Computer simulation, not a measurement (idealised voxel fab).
process module | voxel double patterning
cross-section cut | 160 nm wide | cells 5 nm
A cross-section is a grid of square cells, given in bands from the top down. A band is one or more rows of cells.
Each band's line starts with the height of the band's top and of its bottom, in nm. Then come its materials from left to right, each with its width in nm. One material with "throughout" fills the band from edge to edge. "air" is empty space.
Height 0 is the level under which the wafer as received is all one material. The lowest band goes on downwards, as in "0 down".
A width such as "30 to 40" changes by the same amount from each row of cells to the next, from the band's top row to its bottom row.
"no change" after a step means that no cell of the cross-section changed.
closed voids: empty space of 8 cells or more with no open way to the top, each as width x height at its distance from the left edge, in nm
after a step's settings: what the simulator itself notes on the step
overlay nm, on a step with a mask: how far to the right of its planned place the mask lay; to the left if negative
plan
1 op RECEIVE | material Si
2 op CONFORMAL_DEP | material SiO2 | thk nm 10
3 op DIRECTIONAL_DEP | material W | thk nm 10
4 op DIRECTIONAL_DEP | material SiCN | thk nm 5
5 op DIRECTIONAL_DEP | material aC | thk nm 15
6 op PATTERN | tone open | mask id FIRST | material resist | width nm 15 | pitch nm 50 | thk nm 30 | overlay nm 0
7 op DIRECTIONAL_ETCH | etch materials aC | depth nm 15
8 op STRIP | etch materials resist
9 op DIRECTIONAL_ETCH | etch materials SiCN | depth nm 5
10 op STRIP | etch materials aC
11 op DIRECTIONAL_DEP | material aC | thk nm 10
12 op PATTERN | tone open | mask id SECOND | material resist | width nm 15 | pitch nm 50 | thk nm 30 | overlay nm 0
13 op DIRECTIONAL_ETCH | etch materials aC | depth nm 10
14 op STRIP | etch materials resist
15 op DIRECTIONAL_ETCH | etch materials SiCN | depth nm 5
16 op STRIP | etch materials aC
17 op DIRECTIONAL_ETCH | etch materials W | depth nm 10
18 op STRIP | etch materials SiCN
first wafer, as planned
as received, after step 1
  0 down: Si throughout
  closed voids: none
after step 2
  10 to 0: SiO2 throughout
  below 0: unchanged
after step 3
  20 to 10: W throughout
  below 10: unchanged
after step 4
  25 to 20: SiCN throughout
  below 20: unchanged
after step 5
  40 to 25: aC throughout
  below 25: unchanged
after step 6
  70 to 40: resist 20 | air 15 | resist 35 | air 15 | resist 35 | air 15 | resist 25
  below 40: unchanged
after step 7
  55 to 40: resist 20 | air 15 | resist 35 | air 15 | resist 35 | air 15 | resist 25
  40 to 25: aC 20 | air 15 | aC 35 | air 15 | aC 35 | air 15 | aC 25
  below 25: unchanged
after step 8
  40 to 25: aC 20 | air 15 | aC 35 | air 15 | aC 35 | air 15 | aC 25
  below 25: unchanged
after step 9
  40 to 25: aC 20 | air 15 | aC 35 | air 15 | aC 35 | air 15 | aC 25
  25 to 20: SiCN 20 | air 15 | SiCN 35 | air 15 | SiCN 35 | air 15 | SiCN 25
  below 20: unchanged
after step 10
  25 to 20: SiCN 20 | air 15 | SiCN 35 | air 15 | SiCN 35 | air 15 | SiCN 25
  below 20: unchanged
after step 11
  35 to 30: aC 20 | air 15 | aC 35 | air 15 | aC 35 | air 15 | aC 25
  30 to 25: aC throughout
  25 to 20: SiCN 20 | aC 15 | SiCN 35 | aC 15 | SiCN 35 | aC 15 | SiCN 25
  below 20: unchanged
after step 12
  65 to 35: resist 45 | air 15 | resist 35 | air 15 | resist 50
  35 to 30: aC 20 | resist 15 | aC 35 | resist 15 | aC 35 | resist 15 | aC 25
  below 30: unchanged
after step 13
  55 to 35: resist 45 | air 15 | resist 35 | air 15 | resist 50
  35 to 30: aC 20 | resist 15 | aC 10 | air 15 | aC 10 | resist 15 | aC 10 | air 15 | aC 10 | resist 15 | aC 25
  30 to 25: aC 45 | air 15 | aC 35 | air 15 | aC 50
  below 25: unchanged
after step 14
  35 to 30: aC 20 | air 15 | aC 10 | air 15 | aC 10 | air 15 | aC 10 | air 15 | aC 10 | air 15 | aC 25
  below 30: unchanged
after step 15
  35 to 30: aC 20 | air 15 | aC 10 | air 15 | aC 10 | air 15 | aC 10 | air 15 | aC 10 | air 15 | aC 25
  30 to 25: aC 45 | air 15 | aC 35 | air 15 | aC 50
  25 to 20: SiCN 20 | aC 15 | SiCN 10 | air 15 | SiCN 10 | aC 15 | SiCN 10 | air 15 | SiCN 10 | aC 15 | SiCN 25
  below 20: unchanged
after step 16
  25 to 20: SiCN 20 | air 15 | SiCN 10 | air 15 | SiCN 10 | air 15 | SiCN 10 | air 15 | SiCN 10 | air 15 | SiCN 25
  below 20: unchanged
after step 17
  25 to 20: SiCN 20 | air 15 | SiCN 10 | air 15 | SiCN 10 | air 15 | SiCN 10 | air 15 | SiCN 10 | air 15 | SiCN 25
  20 to 10: W 20 | air 15 | W 10 | air 15 | W 10 | air 15 | W 10 | air 15 | W 10 | air 15 | W 25
  below 10: unchanged
after step 18
  20 to 10: W 20 | air 15 | W 10 | air 15 | W 10 | air 15 | W 10 | air 15 | W 10 | air 15 | W 25
  below 10: unchanged
second wafer: like start, like plan, one mistake. Through step 1 it matches the first wafer
when step 2 should have ended
  10 to 0: W throughout
  below 0: unchanged
when step 3 should have ended
  20 to 0: W throughout
  below 0: unchanged
when step 4 should have ended
  25 to 20: SiCN throughout
  below 20: unchanged
when step 5 should have ended
  40 to 25: aC throughout
  below 25: unchanged
when step 6 should have ended
  70 to 40: resist 20 | air 15 | resist 35 | air 15 | resist 35 | air 15 | resist 25
  below 40: unchanged
when step 7 should have ended
  55 to 40: resist 20 | air 15 | resist 35 | air 15 | resist 35 | air 15 | resist 25
  40 to 25: aC 20 | air 15 | aC 35 | air 15 | aC 35 | air 15 | aC 25
  below 25: unchanged
when step 8 should have ended
  40 to 25: aC 20 | air 15 | aC 35 | air 15 | aC 35 | air 15 | aC 25
  below 25: unchanged
when step 9 should have ended
  40 to 25: aC 20 | air 15 | aC 35 | air 15 | aC 35 | air 15 | aC 25
  25 to 20: SiCN 20 | air 15 | SiCN 35 | air 15 | SiCN 35 | air 15 | SiCN 25
  below 20: unchanged
when step 10 should have ended
  25 to 20: SiCN 20 | air 15 | SiCN 35 | air 15 | SiCN 35 | air 15 | SiCN 25
  below 20: unchanged
when step 11 should have ended
  35 to 30: aC 20 | air 15 | aC 35 | air 15 | aC 35 | air 15 | aC 25
  30 to 25: aC throughout
  25 to 20: SiCN 20 | aC 15 | SiCN 35 | aC 15 | SiCN 35 | aC 15 | SiCN 25
  below 20: unchanged
when step 12 should have ended
  65 to 35: resist 45 | air 15 | resist 35 | air 15 | resist 50
  35 to 30: aC 20 | resist 15 | aC 35 | resist 15 | aC 35 | resist 15 | aC 25
  below 30: unchanged
when step 13 should have ended
  55 to 35: resist 45 | air 15 | resist 35 | air 15 | resist 50
  35 to 30: aC 20 | resist 15 | aC 10 | air 15 | aC 10 | resist 15 | aC 10 | air 15 | aC 10 | resist 15 | aC 25
  30 to 25: aC 45 | air 15 | aC 35 | air 15 | aC 50
  below 25: unchanged
when step 14 should have ended
  35 to 30: aC 20 | air 15 | aC 10 | air 15 | aC 10 | air 15 | aC 10 | air 15 | aC 10 | air 15 | aC 25
  below 30: unchanged
when step 15 should have ended
  35 to 30: aC 20 | air 15 | aC 10 | air 15 | aC 10 | air 15 | aC 10 | air 15 | aC 10 | air 15 | aC 25
  30 to 25: aC 45 | air 15 | aC 35 | air 15 | aC 50
  25 to 20: SiCN 20 | aC 15 | SiCN 10 | air 15 | SiCN 10 | aC 15 | SiCN 10 | air 15 | SiCN 10 | aC 15 | SiCN 25
  below 20: unchanged
when step 16 should have ended
  25 to 20: SiCN 20 | air 15 | SiCN 10 | air 15 | SiCN 10 | air 15 | SiCN 10 | air 15 | SiCN 10 | air 15 | SiCN 25
  below 20: unchanged
when step 17 should have ended
  25 to 20: SiCN 20 | air 15 | SiCN 10 | air 15 | SiCN 10 | air 15 | SiCN 10 | air 15 | SiCN 10 | air 15 | SiCN 25
  20 to 10: W 20 | air 15 | W 10 | air 15 | W 10 | air 15 | W 10 | air 15 | W 10 | air 15 | W 25
  below 10: unchanged
when step 18 should have ended
  20 to 10: W 20 | air 15 | W 10 | air 15 | W 10 | air 15 | W 10 | air 15 | W 10 | air 15 | W 25
  below 10: unchanged
what went wrong: step 2 ran as: op CONFORMAL_DEP | material W | thk nm 10
at the end the second wafer has, in cells: 64 fewer of SiO2 | 64 more of W
